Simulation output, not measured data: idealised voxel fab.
The process module that follows is named voxel gate over fins.
We display cut, a cross-section 295 nm in width whose square cells are each 5 nm.
Cross-section spec: square-cell grid; bands listed top down; each band is one or more rows. Per band: top height and bottom height in nm, followed by the left-to-right materials and their widths in nm; "edge to edge" marks a single material spanning edge to edge, "blank" marks empty space. Height is counted from the level 0, under which the received wafer is composed throughout of one material. The lowest of the bands is not closed at the bottom but continues downward, in the notation "0 and below". A width such as "30 to 40" changes by the same amount from each row of cells to the next, from the band's top row to its bottom row. "nothing altered" after a step means that no cell of the cross-section changed. "Tabulated closed voids" lists enclosed empty spaces (at least 8 cells, no open path upward to the top), each as width x height at distance from the left edge, in nm. Step line, after settings: the simulator's comment on this step. Among the settings permitted on a step's line is "overlay nm"; applied to a step with a mask, it specifies the extent to which the mask lay to the right of its planned position, whereas a negative figure signifies a position to the left.
### These are the steps we planned for the process
1) RECEIVE [material Si]
2) CONFORMAL_DEP [material SiN] [thk nm 10]
3) MASKED_ETCH [tone cover] [mask id FINS] [width nm 15] [pitch nm 55] [etch materials SiN] [depth nm 10] [overlay nm 0]
4) MASKED_ETCH [tone cover] [mask id FINS] [width nm 15] [pitch nm 55] [etch materials Si] [depth nm 30] [overlay nm 0]
5) OXIDIZE [depth nm 5]
6) FILL_DEP [material SiO2] [thk nm 5]
7) CMP [height nm 10]
8) MASKED_ETCH [tone open] [mask id RAIL] [width nm 15] [etch materials SiO2] [depth nm 35] [overlay nm 0]
9) CONFORMAL_DEP [material TiN] [thk nm 5]
10) FILL_DEP [material W] [thk nm 10]
11) CMP [height nm 10]
12) SELECTIVE_ETCH [etch materials W Ru TiN] [depth nm 30]
13) FILL_DEP [material SiO2] [thk nm 5]
14) CMP [height nm 10]
15) SELECTIVE_ETCH [etch materials SiO2] [depth nm 25]
16) STRIP [etch materials SiN]
17) CONFORMAL_DEP [material HfO2] [thk nm 5]
18) CONFORMAL_DEP [material TiN] [thk nm 5]
19) FILL_DEP [material W] [thk nm 10]
20) CMP [height nm 15]
21) CONFORMAL_DEP [material SiN] [thk nm 5]
### First wafer, two in total, run as planned
### Cross-sectional view of the wafer in its as-received condition, corresponding to the state after step 1
* 0 and below: Si edge to edge
* Tabulated closed voids: none
### State of the wafer after step 2, shown in cross-section
* 10 down to 0: SiN edge to edge
* For the remainder of the cross-section, below 0, there is no change.
### State of the wafer after step 3, shown in cross-section
* 10 down to 0: 110 of blank | 15 of SiN | 40 of blank | 15 of SiN | 115 of blank
* For the remainder of the cross-section, below 0, there is no change.
### State of the wafer after step 4, shown in cross-section
* 10 down to 0: 110 of blank | 15 of SiN | 40 of blank | 15 of SiN | 115 of blank
* 0 down to -30: 110 of blank | 15 of Si | 40 of blank | 15 of Si | 115 of blank
* For the remainder of the cross-section, below -30, there is no change.
### State of the wafer after step 5, shown in cross-section
* 10 down to 0: 110 of blank | 15 of SiN | 40 of blank | 15 of SiN | 115 of blank
* 0 down to -30: 110 of blank | 5 of SiO2 | 5 of Si | 5 of SiO2 | 40 of blank | 5 of SiO2 | 5 of Si | 5 of SiO2 | 115 of blank
* -30 down to -35: 115 of SiO2 | 5 of Si | 50 of SiO2 | 5 of Si | 120 of SiO2
* For the remainder of the cross-section, below -35, there is no change.
### State of the wafer after step 6, shown in cross-section
* 15 down to 10: SiO2 edge to edge
* 10 down to 0: 110 of SiO2 | 15 of SiN | 40 of SiO2 | 15 of SiN | 115 of SiO2
* 0 down to -35: 115 of SiO2 | 5 of Si | 50 of SiO2 | 5 of Si | 120 of SiO2
* For the remainder of the cross-section, below -35, there is no change.
### State of the wafer after step 7, shown in cross-section
* 10 down to 0: 110 of SiO2 | 15 of SiN | 40 of SiO2 | 15 of SiN | 115 of SiO2
* For the remainder of the cross-section, below 0, there is no change.
### State of the wafer after step 8, shown in cross-section
* 10 down to 0: 110 of SiO2 | 15 of SiN | 10 of SiO2 | 15 of blank | 15 of SiO2 | 15 of SiN | 115 of SiO2
* 0 down to -25: 115 of SiO2 | 5 of Si | 15 of SiO2 | 15 of blank | 20 of SiO2 | 5 of Si | 120 of SiO2
* For the remainder of the cross-section, below -25, there is no change.
### State of the wafer after step 9, shown in cross-section
* 15 down to 10: 140 of TiN | 5 of blank | 150 of TiN
* 10 down to 0: 110 of SiO2 | 15 of SiN | 10 of SiO2 | 5 of TiN | 5 of blank | 5 of TiN | 15 of SiO2 | 15 of SiN | 115 of SiO2
* 0 down to -20: 115 of SiO2 | 5 of Si | 15 of SiO2 | 5 of TiN | 5 of blank | 5 of TiN | 20 of SiO2 | 5 of Si | 120 of SiO2
* -20 down to -25: 115 of SiO2 | 5 of Si | 15 of SiO2 | 15 of TiN | 20 of SiO2 | 5 of Si | 120 of SiO2
* For the remainder of the cross-section, below -25, there is no change.
### State of the wafer after step 10, shown in cross-section
* 25 down to 15: W edge to edge
* 15 down to 10: 140 of TiN | 5 of W | 150 of TiN
* 10 down to 0: 110 of SiO2 | 15 of SiN | 10 of SiO2 | 5 of TiN | 5 of W | 5 of TiN | 15 of SiO2 | 15 of SiN | 115 of SiO2
* 0 down to -20: 115 of SiO2 | 5 of Si | 15 of SiO2 | 5 of TiN | 5 of W | 5 of TiN | 20 of SiO2 | 5 of Si | 120 of SiO2
* For the remainder of the cross-section, below -20, there is no change.
### State of the wafer after step 11, shown in cross-section
* 10 down to 0: 110 of SiO2 | 15 of SiN | 10 of SiO2 | 5 of TiN | 5 of W | 5 of TiN | 15 of SiO2 | 15 of SiN | 115 of SiO2
* For the remainder of the cross-section, below 0, there is no change.
### State of the wafer after step 12, shown in cross-section
* 10 down to 0: 110 of SiO2 | 15 of SiN | 10 of SiO2 | 15 of blank | 15 of SiO2 | 15 of SiN | 115 of SiO2
* 0 down to -20: 115 of SiO2 | 5 of Si | 15 of SiO2 | 15 of blank | 20 of SiO2 | 5 of Si | 120 of SiO2
* For the remainder of the cross-section, below -20, there is no change.
### State of the wafer after step 13, shown in cross-section
* 15 down to 10: SiO2 edge to edge
* 10 down to 0: 110 of SiO2 | 15 of SiN | 40 of SiO2 | 15 of SiN | 115 of SiO2
* 0 down to -20: 115 of SiO2 | 5 of Si | 50 of SiO2 | 5 of Si | 120 of SiO2
* For the remainder of the cross-section, below -20, there is no change.
### State of the wafer after step 14, shown in cross-section
* 10 down to 0: 110 of SiO2 | 15 of SiN | 40 of SiO2 | 15 of SiN | 115 of SiO2
* For the remainder of the cross-section, below 0, there is no change.
### State of the wafer after step 15, shown in cross-section
* 10 down to 0: 110 of blank | 15 of SiN | 40 of blank | 15 of SiN | 115 of blank
* 0 down to -15: 115 of blank | 5 of Si | 50 of blank | 5 of Si | 120 of blank
* For the remainder of the cross-section, below -15, there is no change.
### State of the wafer after step 16, shown in cross-section
* 0 down to -15: 115 of blank | 5 of Si | 50 of blank | 5 of Si | 120 of blank
* For the remainder of the cross-section, below -15, there is no change.
### State of the wafer after step 17, shown in cross-section
* 5 down to 0: 110 of blank | 15 of HfO2 | 40 of blank | 15 of HfO2 | 115 of blank
* 0 down to -10: 110 of blank | 5 of HfO2 | 5 of Si | 5 of HfO2 | 40 of blank | 5 of HfO2 | 5 of Si | 5 of HfO2 | 115 of blank
* -10 down to -15: 115 of HfO2 | 5 of Si | 50 of HfO2 | 5 of Si | 120 of HfO2
* For the remainder of the cross-section, below -15, there is no change.
### State of the wafer after step 18, shown in cross-section
* 10 down to 5: 105 of blank | 25 of TiN | 30 of blank | 25 of TiN | 110 of blank
* 5 down to 0: 105 of blank | 5 of TiN | 15 of HfO2 | 5 of TiN | 30 of blank | 5 of TiN | 15 of HfO2 | 5 of TiN | 110 of blank
* 0 down to -5: 105 of blank | 5 of TiN | 5 of HfO2 | 5 of Si | 5 of HfO2 | 5 of TiN | 30 of blank | 5 of TiN | 5 of HfO2 | 5 of Si | 5 of HfO2 | 5 of TiN | 110 of blank
* -5 down to -10: 110 of TiN | 5 of HfO2 | 5 of Si | 5 of HfO2 | 40 of TiN | 5 of HfO2 | 5 of Si | 5 of HfO2 | 115 of TiN
* For the remainder of the cross-section, below -10, there is no change.
### State of the wafer after step 19, shown in cross-section
* 20 down to 10: W edge to edge
* 10 down to 5: 105 of W | 25 of TiN | 30 of W | 25 of TiN | 110 of W
* 5 down to 0: 105 of W | 5 of TiN | 15 of HfO2 | 5 of TiN | 30 of W | 5 of TiN | 15 of HfO2 | 5 of TiN | 110 of W
* 0 down to -5: 105 of W | 5 of TiN | 5 of HfO2 | 5 of Si | 5 of HfO2 | 5 of TiN | 30 of W | 5 of TiN | 5 of HfO2 | 5 of Si | 5 of HfO2 | 5 of TiN | 110 of W
* For the remainder of the cross-section, below -5, there is no change.
### State of the wafer after step 20, shown in cross-section
* 15 down to 10: W edge to edge
* For the remainder of the cross-section, below 10, there is no change.
### State of the wafer after step 21, shown in cross-section
* 20 down to 15: SiN edge to edge
* For the remainder of the cross-section, below 15, there is no change.
### It is to be noted that the second wafer proceeded from the same initial state and according to the same plan as the first, although one mistake was committed in its execution; through step 10, inclusive, the two wafers share an identical history
At the planned end of step 11, the second wafer in cross-section: nothing altered
### At the planned end of step 12, the second wafer in cross-section
* 10 down to 0: 110 of SiO2 | 15 of SiN | 10 of SiO2 | 15 of blank | 15 of SiO2 | 15 of SiN | 115 of SiO2
* 0 down to -5: 115 of SiO2 | 5 of Si | 15 of SiO2 | 15 of blank | 20 of SiO2 | 5 of Si | 120 of SiO2
* For the remainder of the cross-section, below -5, there is no change.
### At the planned end of step 13, the second wafer in cross-section
* 15 down to 10: SiO2 edge to edge
* 10 down to 0: 110 of SiO2 | 15 of SiN | 40 of SiO2 | 15 of SiN | 115 of SiO2
* 0 down to -5: 115 of SiO2 | 5 of Si | 50 of SiO2 | 5 of Si | 120 of SiO2
* For the remainder of the cross-section, below -5, there is no change.
### At the planned end of step 14, the second wafer in cross-section
* 10 down to 0: 110 of SiO2 | 15 of SiN | 40 of SiO2 | 15 of SiN | 115 of SiO2
* For the remainder of the cross-section, below 0, there is no change.
### At the planned end of step 15, the second wafer in cross-section
* 10 down to 0: 110 of blank | 15 of SiN | 40 of blank | 15 of SiN | 115 of blank
* 0 down to -5: 115 of blank | 5 of Si | 50 of blank | 5 of Si | 120 of blank
* -5 down to -15: 115 of blank | 5 of Si | 15 of blank | 5 of TiN | 5 of W | 5 of TiN | 20 of blank | 5 of Si | 120 of blank
* For the remainder of the cross-section, below -15, there is no change.
### At the planned end of step 16, the second wafer in cross-section
* 0 down to -5: 115 of blank | 5 of Si | 50 of blank | 5 of Si | 120 of blank
* For the remainder of the cross-section, below -5, there is no change.
### At the planned end of step 17, the second wafer in cross-section
* 5 down to 0: 110 of blank | 15 of HfO2 | 40 of blank | 15 of HfO2 | 115 of blank
* 0 down to -5: 110 of blank | 5 of HfO2 | 5 of Si | 5 of HfO2 | 5 of blank | 25 of HfO2 | 10 of blank | 5 of HfO2 | 5 of Si | 5 of HfO2 | 115 of blank
* -5 down to -10: 110 of blank | 5 of HfO2 | 5 of Si | 5 of HfO2 | 5 of blank | 5 of HfO2 | 5 of TiN | 5 of W | 5 of TiN | 5 of HfO2 | 10 of blank | 5 of HfO2 | 5 of Si | 5 of HfO2 | 115 of blank
* -10 down to -15: 115 of HfO2 | 5 of Si | 15 of HfO2 | 5 of TiN | 5 of W | 5 of TiN | 20 of HfO2 | 5 of Si | 120 of HfO2
* For the remainder of the cross-section, below -15, there is no change.
### At the planned end of step 18, the second wafer in cross-section
* 10 down to 5: 105 of blank | 25 of TiN | 30 of blank | 25 of TiN | 110 of blank
* 5 down to 0: 105 of blank | 5 of TiN | 15 of HfO2 | 40 of TiN | 15 of HfO2 | 5 of TiN | 110 of blank
* 0 down to -5: 105 of blank | 5 of TiN | 5 of HfO2 | 5 of Si | 5 of HfO2 | 5 of TiN | 25 of HfO2 | 10 of TiN | 5 of HfO2 | 5 of Si | 5 of HfO2 | 5 of TiN | 110 of blank
* -5 down to -10: 110 of TiN | 5 of HfO2 | 5 of Si | 5 of HfO2 | 5 of TiN | 5 of HfO2 | 5 of TiN | 5 of W | 5 of TiN | 5 of HfO2 | 10 of TiN | 5 of HfO2 | 5 of Si | 5 of HfO2 | 115 of TiN
* For the remainder of the cross-section, below -10, there is no change.
### At the planned end of step 19, the second wafer in cross-section
* 20 down to 10: W edge to edge
* 10 down to 5: 105 of W | 25 of TiN | 30 of W | 25 of TiN | 110 of W
* 5 down to 0: 105 of W | 5 of TiN | 15 of HfO2 | 40 of TiN | 15 of HfO2 | 5 of TiN | 110 of W
* 0 down to -5: 105 of W | 5 of TiN | 5 of HfO2 | 5 of Si | 5 of HfO2 | 5 of TiN | 25 of HfO2 | 10 of TiN | 5 of HfO2 | 5 of Si | 5 of HfO2 | 5 of TiN | 110 of W
* For the remainder of the cross-section, below -5, there is no change.
### At the planned end of step 20, the second wafer in cross-section
* 15 down to 10: W edge to edge
* For the remainder of the cross-section, below 10, there is no change.
### At the planned end of step 21, the second wafer in cross-section
* 20 down to 15: SiN edge to edge
* For the remainder of the cross-section, below 15, there is no change.
So what did we get wrong on this run? no execution of plan step 11; skipped
Wrapping up, a cell-based count of both wafers puts the second over or under the first for these materials: HfO2: 4 more; SiO2: 3 fewer; TiN: 8 more; W: 9 fewer
